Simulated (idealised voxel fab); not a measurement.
Name of the process module below: voxel capacitor over wiring
Section cut is 200 nm wide and gridded with 5 nm square cells.
The cross-sections in this document take the form of a grid made of square cells. They are written out as bands, in order from top to bottom. Each band consists of one or more rows of cells. Band: top and bottom heights (nm) first, top before bottom; then materials from left to right, widths in nm. "edge to edge" marks a sole material filling the band edge to edge. "air" denotes empty space. Note: height 0 marks the level under which the wafer is uniformly one material as received. Lowest band unbounded below, written "0 -> down". It should be noted that a width expressed as "30 to 40" varies in equal increments from row to row of cells within the band, taking the value of the first number at the top row and that of the second number at the bottom row. A step reported as "no modifications" is a step in which no cell of the cross-section changed. So "Non-vented voids" is basically the list of trapped voids: any empty space of 8 cells or more that can't reach the top through an opening. They're written width x height at distance, the distance being from the left edge, and it's all nm. That trailing text on a step's line, after the settings, is the simulator's own remark on the step. Each step line may optionally specify "overlay nm", which for a step with a mask gives the rightward distance between the mask's planned place and where it lay, a negative value indicating the leftward direction.

-- Process steps foreseen in the plan
1. RECEIVE,material Si
2. CONFORMAL_DEP,material SiO2,thk nm 15
3. DIRECTIONAL_DEP,material TiN,thk nm 5
4. DIRECTIONAL_DEP,material Ru,thk nm 20
5. DIRECTIONAL_DEP,material aC,thk nm 10
6. PATTERN,tone cover,mask id METAL_1,material resist,width nm 30,pitch nm 100,thk nm 25,overlay nm 0
7. DIRECTIONAL_ETCH,etch materials aC,depth nm 10
8. STRIP,etch materials resist
9. DIRECTIONAL_ETCH,etch materials Ru,depth nm 20
10. DIRECTIONAL_ETCH,etch materials TiN,depth nm 5
11. STRIP,etch materials aC
12. FILL_DEP,material lowk,thk nm 10
13. CMP,height nm 40
14. CONFORMAL_DEP,material SiCN,thk nm 5
15. DIRECTIONAL_DEP,material lowk,thk nm 15
16. DIRECTIONAL_DEP,material aC,thk nm 15
17. PATTERN,tone open,mask id PLUG_1,material resist,width nm 15,thk nm 35,overlay nm 0
18. DIRECTIONAL_ETCH,etch materials aC,depth nm 15
19. STRIP,etch materials resist
20. DIRECTIONAL_ETCH,etch materials lowk,depth nm 15
21. DIRECTIONAL_ETCH,etch materials SiCN,depth nm 5
22. STRIP,etch materials aC
23. EPI,material Ru,thk nm 10
24. EPI,material Ru,thk nm 10
25. DIRECTIONAL_DEP,material TiN,thk nm 10
26. DIRECTIONAL_DEP,material Al2O3,thk nm 5
27. DIRECTIONAL_DEP,material TiN,thk nm 5
28. PATTERN,tone cover,mask id UPPER_PLATE,material resist,width nm 75,thk nm 15,overlay nm 0
29. DIRECTIONAL_ETCH,etch materials TiN,depth nm 5
30. DIRECTIONAL_ETCH,etch materials Al2O3,depth nm 5
31. STRIP,etch materials resist
32. DIRECTIONAL_DEP,material aC,thk nm 10
33. PATTERN,tone cover,mask id LOWER_PLATE,material resist,width nm 85,thk nm 25,overlay nm 0
34. DIRECTIONAL_ETCH,etch materials aC,depth nm 10
35. STRIP,etch materials resist
36. DIRECTIONAL_ETCH,etch materials TiN,depth nm 10
37. STRIP,etch materials aC
38. FILL_DEP,material SiO2,thk nm 15
39. CMP,height nm 90
40. DIRECTIONAL_DEP,material aC,thk nm 15
41. PATTERN,tone open,mask id PLUG_2,material resist,width nm 15,thk nm 30,overlay nm 0
42. DIRECTIONAL_ETCH,etch materials aC,depth nm 15
43. STRIP,etch materials resist
44. DIRECTIONAL_ETCH,etch materials SiO2,depth nm 10
45. STRIP,etch materials aC
46. CONFORMAL_DEP,material TiN,thk nm 5
47. FILL_DEP,material Ru,thk nm 10
48. CMP,height nm 90
49. CONFORMAL_DEP,material SiCN,thk nm 5

-- Delivered wafer in cross-section: state after step 1
    0 -> down | Si edge to edge
    Non-vented voids: none

-- First of two wafers at the end of the module, shown in cross-section; run carried out as planned
    95 -> 90 | SiCN edge to edge
    90 -> 85 | SiO2 60 nm; TiN 5 nm; Ru 5 nm; TiN 5 nm; SiO2 125 nm
    85 -> 75 | SiO2 60 to 50 nm; TiN 15 to 75 nm; SiO2 125 to 75 nm
    75 -> 70 | SiO2 50 nm; Al2O3 75 nm; SiO2 75 nm
    70 -> 60 | SiO2 45 nm; TiN 85 nm; SiO2 70 nm
    60 -> 45 | lowk 50 nm; Ru 15 nm; lowk 135 nm
    45 -> 40 | SiCN 50 nm; Ru 15 nm; SiCN 135 nm
    40 -> 20 | lowk 35 nm; Ru 30 nm; lowk 70 nm; Ru 30 nm; lowk 35 nm
    20 -> 15 | lowk 35 nm; TiN 30 nm; lowk 70 nm; TiN 30 nm; lowk 35 nm
    15 -> 0 | SiO2 edge to edge
    0 -> down | Si edge to edge
    Non-vented voids: none

-- Wafer two, sectioned after the module: the first wafer's start, the first wafer's plan, and one mistake in how it was run
    95 -> 90 | SiCN edge to edge
    90 -> 85 | SiO2 50 nm; TiN 25 nm; SiO2 125 nm
    85 -> 80 | SiO2 50 nm; Al2O3 25 nm; SiO2 125 nm
    80 -> 75 | SiO2 45 nm; TiN 80 nm; SiO2 75 nm
    75 -> 70 | SiO2 45 nm; TiN 30 nm; Al2O3 50 nm; SiO2 75 nm
    70 -> 60 | SiO2 40 nm; Ru 35 nm; TiN 55 nm; SiO2 70 nm
    60 -> 45 | lowk 50 nm; Ru 15 nm; lowk 135 nm
    45 -> 40 | SiCN 50 nm; Ru 15 nm; SiCN 135 nm
    40 -> 20 | lowk 35 nm; Ru 30 nm; lowk 70 nm; Ru 30 nm; lowk 35 nm
    20 -> 15 | lowk 35 nm; TiN 30 nm; lowk 70 nm; TiN 30 nm; lowk 35 nm
    15 -> 0 | SiO2 edge to edge
    0 -> down | Si edge to edge
    Non-vented voids: none
Against the plan, the run slipped here: of the identical steps 23 and 24, one was run twice, which one not being known
The closing comparison, in cells, has the second wafer with more or fewer of some materials than the first: 13 more of Ru | 8 fewer of SiO2 | 5 fewer of TiN
